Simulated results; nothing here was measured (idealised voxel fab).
This is a process module. Its name is voxel self aligned vias.
The figure presents cross-section cut, which has a width of 205 nm and is divided into square cells with an edge length of 5 nm.
How to read a cross-section here: the picture is a grid of square cells, written as bands going from the top down, and any band can span one or more rows of cells.
Each band's line starts with the height of the band's top and of its bottom, in nm. Then come its materials from left to right, each with its width in nm. One material with "throughout" fills the band from edge to edge. "air" is empty space.
Heights are expressed relative to 0, this being the level below which the as-received wafer comprises one material exclusively. The lowest band is unbounded in the downward direction and is denoted as in "0..down".
Quick explanation for "30 to 40": the width changes in equal steps down the rows of cells, from the first number in the band's top row to the second number in its bottom row.
Any step labelled "nothing got changed" changed none of the cells in the cross-section.
"closed voids" means: voids of 8 cells or more that are shut off from the top with no open way through. Written width x height at distance, distance from the left edge, in nm.
Formally, on a step line, whatever follows the settings is a remark that the simulator itself makes on the step.
A step's line can hold "overlay nm"; with a mask on that step, the setting says how far right of the planned place the mask lay, while a negative setting says it lay to the left.
# Process steps - plan
1,op RECEIVE | material Si
2,op CONFORMAL_DEP | material SiO2 | thk nm 15
3,op CONFORMAL_DEP | material SiCN | thk nm 5
4,op DIRECTIONAL_DEP | material SiO2 | thk nm 20
5,op PATTERN | tone open | mask id LINES | material resist | width nm 25 | pitch nm 60 | thk nm 20 | overlay nm 0
6,op DIRECTIONAL_ETCH | etch materials SiO2 | depth nm 20
7,op STRIP | etch materials resist
8,op CONFORMAL_DEP | material TiN | thk nm 5
9,op FILL_DEP | material Ru | thk nm 5
10,op CMP | height nm 40
11,op SELECTIVE_ETCH | etch materials W Ru TiN | depth nm 5
12,op FILL_DEP | material SiN | thk nm 5
13,op CMP | height nm 40
14,op DIRECTIONAL_DEP | material SiO2 | thk nm 15
15,op MASKED_ETCH | tone open | mask id VIAS | width nm 45 | pitch nm 60 | etch materials SiO2 | depth nm 15 | overlay nm 0
16,op MASKED_ETCH | tone open | mask id VIAS | width nm 45 | pitch nm 60 | etch materials SiN | depth nm 5 | overlay nm 0
17,op CONFORMAL_DEP | material TiN | thk nm 5
18,op FILL_DEP | material W | thk nm 5
19,op CMP | height nm 45
20,op CONFORMAL_DEP | material SiN | thk nm 5
Same starting wafers, different height nm at step 19. Plan value belongs to the first wafer.
# The first of several wafers as received, shown in cross-section; this is its state after step 1
- 0..down = Si throughout
- closed voids: none
# After the module's final step, step 20: the first of several wafers in cross-section
- 50..45 = SiN throughout
- 45..40 = SiO2 (20) / TiN (15) / W (15) / TiN (15) / SiO2 (15) / TiN (15) / W (15) / TiN (15) / SiO2 (15) / TiN (15) / W (15) / TiN (15) / SiO2 (20)
- 40..35 = SiO2 (30) / TiN (25) / SiO2 (35) / TiN (25) / SiO2 (35) / TiN (25) / SiO2 (30)
- 35..25 = SiO2 (30) / TiN (5) / Ru (15) / TiN (5) / SiO2 (35) / TiN (5) / Ru (15) / TiN (5) / SiO2 (35) / TiN (5) / Ru (15) / TiN (5) / SiO2 (30)
- 25..20 = SiO2 (30) / TiN (25) / SiO2 (35) / TiN (25) / SiO2 (35) / TiN (25) / SiO2 (30)
- 20..15 = SiCN throughout
- 15..0 = SiO2 throughout
- 0..down = Si throughout
- closed voids: none
# Sectional view of the last wafer upon completion of the module
- 70..65 = SiN throughout
- 65..60 = W throughout
- 60..55 = TiN (25) / W (35) / TiN (25) / W (35) / TiN (25) / W (35) / TiN (25)
- 55..45 = SiO2 (20) / TiN (5) / W (35) / TiN (5) / SiO2 (15) / TiN (5) / W (35) / TiN (5) / SiO2 (15) / TiN (5) / W (35) / TiN (5) / SiO2 (20)
- 45..40 = SiO2 (20) / TiN (15) / W (15) / TiN (15) / SiO2 (15) / TiN (15) / W (15) / TiN (15) / SiO2 (15) / TiN (15) / W (15) / TiN (15) / SiO2 (20)
- 40..35 = SiO2 (30) / TiN (25) / SiO2 (35) / TiN (25) / SiO2 (35) / TiN (25) / SiO2 (30)
- 35..25 = SiO2 (30) / TiN (5) / Ru (15) / TiN (5) / SiO2 (35) / TiN (5) / Ru (15) / TiN (5) / SiO2 (35) / TiN (5) / Ru (15) / TiN (5) / SiO2 (30)
- 25..20 = SiO2 (30) / TiN (25) / SiO2 (35) / TiN (25) / SiO2 (35) / TiN (25) / SiO2 (30)
- 20..15 = SiCN throughout
- 15..0 = SiO2 throughout
- 0..down = Si throughout
- closed voids: none
# Quick key for the table: a row per wafer, taken at the end of the module. For each material it tells you how many cells the wafer gained (+) or lost (-) since it came in, and the closed voids come after
height nm 45; +18 Ru; +41 SiCN; +41 SiN; +241 SiO2; +60 TiN; +9 W; closed voids: none
height nm 50; +18 Ru; +41 SiCN; +41 SiN; +255 SiO2; +66 TiN; +30 W; closed voids: none
height nm 55; +18 Ru; +41 SiCN; +41 SiN; +269 SiO2; +72 TiN; +51 W; closed voids: none
height nm 60; +18 Ru; +41 SiCN; +41 SiN; +269 SiO2; +92 TiN; +72 W; closed voids: none
height nm 65; +18 Ru; +41 SiCN; +41 SiN; +269 SiO2; +92 TiN; +113 W; closed voids: none
